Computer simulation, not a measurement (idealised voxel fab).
process module | voxel transistor to metal
cross-section cut | 270 nm wide | cells 5 nm
A cross-section is a grid of square cells, given in bands from the top down. A band is one or more rows of cells.
Each band's line starts with the height of the band's top and of its bottom, in nm. Then come its materials from left to right, each with its width in nm. One material with "throughout" fills the band from edge to edge. "air" is empty space.
Height 0 is the level under which the wafer as received is all one material. The lowest band goes on downwards, as in "0 down".
A width such as "30 to 40" changes by the same amount from each row of cells to the next, from the band's top row to its bottom row.
"no change" after a step means that no cell of the cross-section changed.
closed voids: empty space of 8 cells or more with no open way to the top, each as width x height at its distance from the left edge, in nm
after a step's settings: what the simulator itself notes on the step
overlay nm, on a step with a mask: how far to the right of its planned place the mask lay; to the left if negative
plan
1 op RECEIVE | material Si
2 op CONFORMAL_DEP | material SiO2 | thk nm 5
3 op CONFORMAL_DEP | material SiN | thk nm 15
4 op DIRECTIONAL_DEP | material aC | thk nm 15
5 op PATTERN | tone cover | mask id ACTIVE | material resist | width nm 105 | pitch nm 135 | thk nm 30 | overlay nm 0
6 op DIRECTIONAL_ETCH | etch materials aC | depth nm 15
7 op STRIP | etch materials resist
8 op DIRECTIONAL_ETCH | etch materials SiN | depth nm 15
9 op DIRECTIONAL_ETCH | etch materials SiO2 | depth nm 5
10 op DIRECTIONAL_ETCH | etch materials Si | depth nm 25
11 op STRIP | etch materials aC
12 op OXIDIZE | depth nm 5
13 op FILL_DEP | material SiO2 | thk nm 5
14 op CMP | height nm 20
15 op SELECTIVE_ETCH | etch materials SiO2 | depth nm 5
16 op STRIP | etch materials SiN
17 op SELECTIVE_ETCH | etch materials SiO2 | depth nm 5
18 op OXIDIZE | depth nm 5
19 op DIRECTIONAL_DEP | material polySi | thk nm 20
20 op DIRECTIONAL_DEP | material SiCN | thk nm 10
21 op MASKED_ETCH | tone cover | mask id GATE | width nm 25 | pitch nm 135 | etch materials SiCN | depth nm 20 | overlay nm 0
22 op MASKED_ETCH | tone cover | mask id GATE | width nm 25 | pitch nm 135 | etch materials polySi | depth nm 30 | overlay nm 0
23 op CONFORMAL_DEP | material SiN | thk nm 5
24 op DIRECTIONAL_ETCH | etch materials SiN | depth nm 5
25 op DIRECTIONAL_ETCH | etch materials SiO2 | depth nm 5
26 op DIRECTIONAL_ETCH | etch materials Si | depth nm 10
27 op EPI | material pSi | thk nm 15
28 op FILL_DEP | material SiO2 | thk nm 10
29 op CMP | height nm 30
30 op DIRECTIONAL_DEP | material SiO2 | thk nm 10
31 op PATTERN | tone open | mask id CONTACT | material resist | width nm 25 | thk nm 20 | overlay nm 0
32 op DIRECTIONAL_ETCH | etch materials SiO2 | depth nm 40
33 op STRIP | etch materials resist
34 op CONFORMAL_DEP | material TiN | thk nm 5
35 op FILL_DEP | material Ru | thk nm 5
36 op CMP | height nm 40
37 op CONFORMAL_DEP | material SiN | thk nm 5
38 op DIRECTIONAL_DEP | material lowk | thk nm 25
39 op PATTERN | tone open | mask id METAL_1 | material resist | width nm 15 | thk nm 20 | overlay nm 0
40 op DIRECTIONAL_ETCH | etch materials lowk | depth nm 25
41 op DIRECTIONAL_ETCH | etch materials SiN | depth nm 5
42 op STRIP | etch materials resist
43 op CONFORMAL_DEP | material TiN | thk nm 5
44 op FILL_DEP | material Ru | thk nm 5
45 op CMP | height nm 70
46 op CONFORMAL_DEP | material SiCN | thk nm 5
as received, after step 1
  0 down: Si throughout
  closed voids: none
first wafer at the end, as planned
  75 to 70: SiCN throughout
  70 to 45: lowk 25 | TiN 5 | Ru 5 | TiN 5 | lowk 55 | TiN 5 | Ru 5 | TiN 5 | lowk 50 | TiN 5 | Ru 5 | TiN 5 | lowk 55 | TiN 5 | Ru 5 | TiN 5 | lowk 25
  45 to 40: SiN 25 | TiN 15 | SiN 55 | TiN 15 | SiN 50 | TiN 15 | SiN 55 | TiN 15 | SiN 25
  40 to 30: SiO2 25 | TiN 5 | Ru 15 | TiN 5 | SiO2 35 | TiN 5 | Ru 15 | TiN 5 | SiO2 50 | TiN 5 | Ru 15 | TiN 5 | SiO2 35 | TiN 5 | Ru 15 | TiN 5 | SiO2 25
  30 to 20: SiO2 25 | TiN 5 | Ru 15 | TiN 5 | SiN 5 | SiCN 25 | SiN 5 | TiN 5 | Ru 15 | TiN 5 | SiO2 50 | TiN 5 | Ru 15 | TiN 5 | SiN 5 | SiCN 25 | SiN 5 | TiN 5 | Ru 15 | TiN 5 | SiO2 25
  20 to 15: SiO2 25 | TiN 5 | Ru 15 | TiN 5 | SiN 5 | polySi 25 | SiN 5 | TiN 5 | Ru 15 | TiN 5 | SiO2 50 | TiN 5 | Ru 15 | TiN 5 | SiN 5 | polySi 25 | SiN 5 | TiN 5 | Ru 15 | TiN 5 | SiO2 25
  15 to 10: SiO2 25 | TiN 25 | SiN 5 | polySi 25 | SiN 5 | TiN 25 | SiO2 50 | TiN 25 | SiN 5 | polySi 25 | SiN 5 | TiN 25 | SiO2 25
  10 to 0: SiO2 10 | SiN 5 | SiO2 10 | TiN 10 | pSi 15 | SiN 5 | polySi 25 | SiN 5 | pSi 15 | TiN 10 | SiO2 10 | SiN 5 | SiO2 20 | SiN 5 | SiO2 10 | TiN 10 | pSi 15 | SiN 5 | polySi 25 | SiN 5 | pSi 15 | TiN 10 | SiO2 10 | SiN 5 | SiO2 10
  0 to -5: SiO2 15 | pSi 35 | SiO2 35 | pSi 35 | SiO2 30 | pSi 35 | SiO2 35 | pSi 35 | SiO2 15
  -5 to -15: SiO2 20 | pSi 30 | Si 35 | pSi 30 | SiO2 40 | pSi 30 | Si 35 | pSi 30 | SiO2 20
  -15 to -30: SiO2 20 | Si 95 | SiO2 40 | Si 95 | SiO2 20
  -30 down: Si throughout
  closed voids: none
second wafer at the end: like start, like plan, one mistake
  75 to 70: SiCN throughout
  70 to 45: lowk 25 | TiN 5 | Ru 5 | TiN 5 | lowk 55 | TiN 5 | Ru 5 | TiN 5 | lowk 50 | TiN 5 | Ru 5 | TiN 5 | lowk 55 | TiN 5 | Ru 5 | TiN 5 | lowk 25
  45 to 40: SiN 25 | TiN 15 | SiN 55 | TiN 15 | SiN 50 | TiN 15 | SiN 55 | TiN 15 | SiN 25
  40 to 30: SiO2 25 | TiN 5 | Ru 15 | TiN 5 | SiO2 35 | TiN 5 | Ru 15 | TiN 5 | SiO2 50 | TiN 5 | Ru 15 | TiN 5 | SiO2 35 | TiN 5 | Ru 15 | TiN 5 | SiO2 25
  30 to 25: SiO2 25 | TiN 5 | Ru 15 | TiN 5 | SiN 5 | SiCN 25 | SiN 5 | TiN 5 | Ru 15 | TiN 5 | SiO2 50 | TiN 5 | Ru 15 | TiN 5 | SiN 5 | SiCN 25 | SiN 5 | TiN 5 | Ru 15 | TiN 5 | SiO2 25
  25 to 20: SiO2 25 | TiN 5 | Ru 15 | TiN 5 | SiN 5 | polySi 25 | SiN 5 | TiN 5 | Ru 15 | TiN 5 | SiO2 50 | TiN 5 | Ru 15 | TiN 5 | SiN 5 | polySi 25 | SiN 5 | TiN 5 | Ru 15 | TiN 5 | SiO2 25
  20 to 15: SiO2 25 | TiN 25 | SiN 5 | polySi 25 | SiN 5 | TiN 25 | SiO2 50 | TiN 25 | SiN 5 | polySi 25 | SiN 5 | TiN 25 | SiO2 25
  15 to 10: SiO2 25 | TiN 10 | pSi 15 | SiN 5 | polySi 25 | SiN 5 | pSi 15 | TiN 10 | SiO2 50 | TiN 10 | pSi 15 | SiN 5 | polySi 25 | SiN 5 | pSi 15 | TiN 10 | SiO2 25
  10 to 5: SiO2 15 | SiN 5 | SiO2 5 | TiN 10 | pSi 15 | SiN 5 | polySi 25 | SiN 5 | pSi 15 | TiN 10 | SiO2 5 | SiN 5 | SiO2 30 | SiN 5 | SiO2 5 | TiN 10 | pSi 15 | SiN 5 | polySi 25 | SiN 5 | pSi 15 | TiN 10 | SiO2 5 | SiN 5 | SiO2 15
  5 to 0: SiO2 20 | pSi 30 | SiO2 35 | pSi 30 | SiO2 40 | pSi 30 | SiO2 35 | pSi 30 | SiO2 20
  0 to -10: SiO2 20 | pSi 30 | Si 35 | pSi 30 | SiO2 40 | pSi 30 | Si 35 | pSi 30 | SiO2 20
  -10 to -30: SiO2 20 | Si 95 | SiO2 40 | Si 95 | SiO2 20
  -30 down: Si throughout
  closed voids: none
what went wrong: steps 16 and 17 were swapped
at the end the second wafer has, in cells: 12 fewer of Ru | 38 more of Si | 10 fewer of SiCN | 8 fewer of SiN | 4 more of SiO2 | 8 fewer of TiN | 4 fewer of pSi
